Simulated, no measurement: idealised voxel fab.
This is a process module. Its name is voxel transistor to metal.
Cross-sectional view cut (width: 165 nm; square cell size: 5 nm).
Each cross-section below is a grid of square cells, stated as bands in top-down order, with one or more rows of cells making up each band. Top height, bottom height, nm. Materials left to right, width each, nm. Single material + "all across" = fills band edge to edge. "air" = empty. It should be noted that heights are counted from 0, beneath which the wafer as supplied is of one material throughout, and that the lowest band possesses no lower boundary but continues downward, as written in "0 -> down". The width entry "30->40" should be interpreted row by row: the top row of cells in the band takes the first number, the bottom row takes the second number, and the change between adjacent rows is uniform throughout. Reading "no change" for a step: not a cell of the cross-section changed in it. The entry titled "Enclosed empty spaces" provides the empty spaces that have no open way to the top, restricted to those of 8 cells or more. Each is presented as width x height at distance, the distance being measured from the left edge, with all three in nm. Heads up: the bit after the settings on a step's line is the simulator's remark on that step. Regarding "overlay nm": on a step with a mask, it is the distance the mask lay to the right of its planned place; a negative value places it to the left.
The planned process steps are enumerated hereunder:
1: RECEIVE (material Si)
2: OXIDIZE (depth nm 5)
3: CONFORMAL_DEP (material SiN; thk nm 15)
4: DIRECTIONAL_DEP (material aC; thk nm 10)
5: PATTERN (tone cover; mask id ACTIVE; material resist; width nm 110; thk nm 25; overlay nm 0)
6: DIRECTIONAL_ETCH (etch materials aC; depth nm 10)
7: STRIP (etch materials resist)
8: DIRECTIONAL_ETCH (etch materials SiN; depth nm 15)
9: DIRECTIONAL_ETCH (etch materials SiO2; depth nm 5)
10: DIRECTIONAL_ETCH (etch materials Si; depth nm 25)
11: STRIP (etch materials aC)
12: FILL_DEP (material SiO2; thk nm 5)
13: CMP (height nm 15)
14: SELECTIVE_ETCH (etch materials SiO2; depth nm 10)
15: STRIP (etch materials SiN)
16: SELECTIVE_ETCH (etch materials SiO2; depth nm 5)
17: OXIDIZE (depth nm 5)
18: DIRECTIONAL_DEP (material polySi; thk nm 30)
19: DIRECTIONAL_DEP (material SiCN; thk nm 15)
20: MASKED_ETCH (tone cover; mask id GATE; width nm 20; etch materials SiCN; depth nm 25; overlay nm 0)
21: MASKED_ETCH (tone cover; mask id GATE; width nm 20; etch materials polySi; depth nm 40; overlay nm 0)
22: CONFORMAL_DEP (material SiO2; thk nm 5)
23: DIRECTIONAL_ETCH (etch materials SiO2; depth nm 5)
24: CONFORMAL_DEP (material SiN; thk nm 5)
25: DIRECTIONAL_ETCH (etch materials SiN; depth nm 10)
26: DIRECTIONAL_ETCH (etch materials SiO2; depth nm 5)
27: EPI (material pSi; thk nm 5)
28: FILL_DEP (material SiO2; thk nm 5)
29: CMP (height nm 40)
30: DIRECTIONAL_DEP (material SiO2; thk nm 15)
31: PATTERN (tone open; mask id CONTACT; material resist; width nm 20; pitch nm 80; thk nm 20; overlay nm 0)
32: DIRECTIONAL_ETCH (etch materials SiO2; depth nm 60)
33: STRIP (etch materials resist)
34: CONFORMAL_DEP (material TiN; thk nm 5)
35: FILL_DEP (material Ru; thk nm 5)
36: CMP (height nm 55)
37: DIRECTIONAL_DEP (material TiN; thk nm 5)
38: DIRECTIONAL_DEP (material W; thk nm 15)
39: PATTERN (tone cover; mask id METAL_1; material resist; width nm 20; pitch nm 80; thk nm 20; overlay nm 0)
40: DIRECTIONAL_ETCH (etch materials W; depth nm 15)
41: DIRECTIONAL_ETCH (etch materials TiN; depth nm 5)
42: STRIP (etch materials resist)
43: FILL_DEP (material SiO2; thk nm 10)
44: CMP (height nm 75)
45: CONFORMAL_DEP (material SiCN; thk nm 5)
46: DIRECTIONAL_DEP (material lowk; thk nm 30)
47: PATTERN (tone open; mask id METAL_2_HOLES; material resist; width nm 15; pitch nm 80; thk nm 15; overlay nm 0)
48: DIRECTIONAL_ETCH (etch materials lowk; depth nm 30)
49: STRIP (etch materials resist)
50: DIRECTIONAL_DEP (material aC; thk nm 10)
51: PATTERN (tone open; mask id METAL_2; material resist; width nm 20; pitch nm 80; thk nm 30; overlay nm 0)
52: DIRECTIONAL_ETCH (etch materials aC; depth nm 10)
53: STRIP (etch materials resist)
54: DIRECTIONAL_ETCH (etch materials lowk; depth nm 15)
55: DIRECTIONAL_ETCH (etch materials SiCN; depth nm 5)
56: STRIP (etch materials aC)
57: CONFORMAL_DEP (material TiN; thk nm 5)
58: FILL_DEP (material Cu; thk nm 10)
59: CMP (height nm 110)
60: CONFORMAL_DEP (material SiN; thk nm 5)
Wafer-to-wafer difference: thk nm, step 24. Common start. Plan = first wafer's value.
As-received state after step 1, first of several wafers, cross-section:
* 0 -> down  Si all across
* Enclosed empty spaces: none
Last step of the module is step 60; after it, the first of several wafers in cross-section:
* 115 -> 110  SiN all across
* 110 -> 100  lowk=30 / TiN=5 / Cu=10 / TiN=5 / lowk=60 / TiN=5 / Cu=10 / TiN=5 / lowk=35
* 100 -> 95  lowk=30 / TiN=5 / Cu=5 / TiN=10 / lowk=60 / TiN=5 / Cu=5 / TiN=10 / lowk=35
* 95 -> 80  lowk=30 / TiN=5 / Cu=5 / TiN=5 / lowk=65 / TiN=5 / Cu=5 / TiN=5 / lowk=40
* 80 -> 75  SiCN=30 / TiN=15 / SiCN=65 / TiN=15 / SiCN=40
* 75 -> 60  SiO2=30 / W=20 / SiO2=60 / W=20 / SiO2=35
* 60 -> 55  SiO2=30 / TiN=20 / SiO2=60 / TiN=20 / SiO2=35
* 55 -> 40  SiO2=30 / TiN=5 / Ru=10 / TiN=5 / SiO2=60 / TiN=5 / Ru=10 / TiN=5 / SiO2=35
* 40 -> 35  SiO2=30 / TiN=5 / Ru=10 / TiN=5 / SiO2=20 / SiCN=20 / SiO2=20 / TiN=5 / Ru=10 / TiN=5 / SiO2=35
* 35 -> 25  SiO2=30 / TiN=5 / Ru=10 / TiN=5 / SiO2=10 / SiN=5 / SiO2=5 / SiCN=20 / SiO2=5 / SiN=5 / SiO2=10 / TiN=5 / Ru=10 / TiN=5 / SiO2=35
* 25 -> 0  SiO2=30 / TiN=5 / Ru=10 / TiN=5 / SiO2=10 / SiN=5 / SiO2=5 / polySi=20 / SiO2=5 / SiN=5 / SiO2=10 / TiN=5 / Ru=10 / TiN=5 / SiO2=35
* 0 -> -5  SiO2=30 / TiN=20 / SiO2=10 / SiN=5 / SiO2=5 / polySi=20 / SiO2=5 / SiN=5 / SiO2=10 / TiN=20 / SiO2=35
* -5 -> -10  SiO2=25 / pSi=35 / SiO2=40 / pSi=35 / SiO2=30
* -10 -> -30  SiO2=25 / Si=110 / SiO2=30
* -30 -> down  Si all across
* Enclosed empty spaces: none
Here's the last wafer cross-sectioned at the end of the module:
* 115 -> 110  SiN all across
* 110 -> 100  lowk=30 / TiN=5 / Cu=10 / TiN=5 / lowk=60 / TiN=5 / Cu=10 / TiN=5 / lowk=35
* 100 -> 95  lowk=30 / TiN=5 / Cu=5 / TiN=10 / lowk=60 / TiN=5 / Cu=5 / TiN=10 / lowk=35
* 95 -> 80  lowk=30 / TiN=5 / Cu=5 / TiN=5 / lowk=65 / TiN=5 / Cu=5 / TiN=5 / lowk=40
* 80 -> 75  SiCN=30 / TiN=15 / SiCN=65 / TiN=15 / SiCN=40
* 75 -> 60  SiO2=30 / W=20 / SiO2=60 / W=20 / SiO2=35
* 60 -> 55  SiO2=30 / TiN=20 / SiO2=60 / TiN=20 / SiO2=35
* 55 -> 45  SiO2=30 / TiN=5 / Ru=10 / TiN=5 / SiO2=60 / TiN=5 / Ru=10 / TiN=5 / SiO2=35
* 45 -> 40  SiO2=30 / TiN=20 / SiO2=60 / TiN=20 / SiO2=35
* 40 -> 25  SiO2=30 / TiN=10 / SiN=25 / SiO2=5 / SiCN=20 / SiO2=5 / SiN=25 / TiN=10 / SiO2=35
* 25 -> 15  SiO2=30 / TiN=10 / SiN=25 / SiO2=5 / polySi=20 / SiO2=5 / SiN=25 / TiN=10 / SiO2=35
* 15 -> 0  SiN=65 / SiO2=5 / polySi=20 / SiO2=5 / SiN=70
* 0 -> -5  SiO2=25 / SiN=40 / SiO2=5 / polySi=20 / SiO2=5 / SiN=40 / SiO2=30
* -5 -> -10  SiO2 all across
* -10 -> -30  SiO2=25 / Si=110 / SiO2=30
* -30 -> down  Si all across
* Enclosed empty spaces: none
For your reference, the table is organized with a row per wafer; each row reflects the wafer at the end of the module, indicating for each material the cells gained (+) or lost (-) since receipt, and thereafter its closed voids:
thk nm 5, +16 Cu, +44 Ru, -110 Si, +39 SiCN, +49 SiN, +411 SiO2, +92 TiN, +24 W, +156 lowk, +14 pSi, +24 polySi, Enclosed empty spaces: none
thk nm 10, +16 Cu, +42 Ru, -110 Si, +39 SiCN, +73 SiN, +395 SiO2, +92 TiN, +24 W, +156 lowk, +8 pSi, +24 polySi, Enclosed empty spaces: none
thk nm 15, +16 Cu, +36 Ru, -110 Si, +39 SiCN, +114 SiN, +372 SiO2, +88 TiN, +24 W, +156 lowk, +24 polySi, Enclosed empty spaces: none
thk nm 20, +16 Cu, +20 Ru, -110 Si, +39 SiCN, +151 SiN, +359 SiO2, +80 TiN, +24 W, +156 lowk, +24 polySi, Enclosed empty spaces: none
thk nm 25, +16 Cu, +8 Ru, -110 Si, +39 SiCN, +180 SiN, +346 SiO2, +76 TiN, +24 W, +156 lowk, +24 polySi, Enclosed empty spaces: none
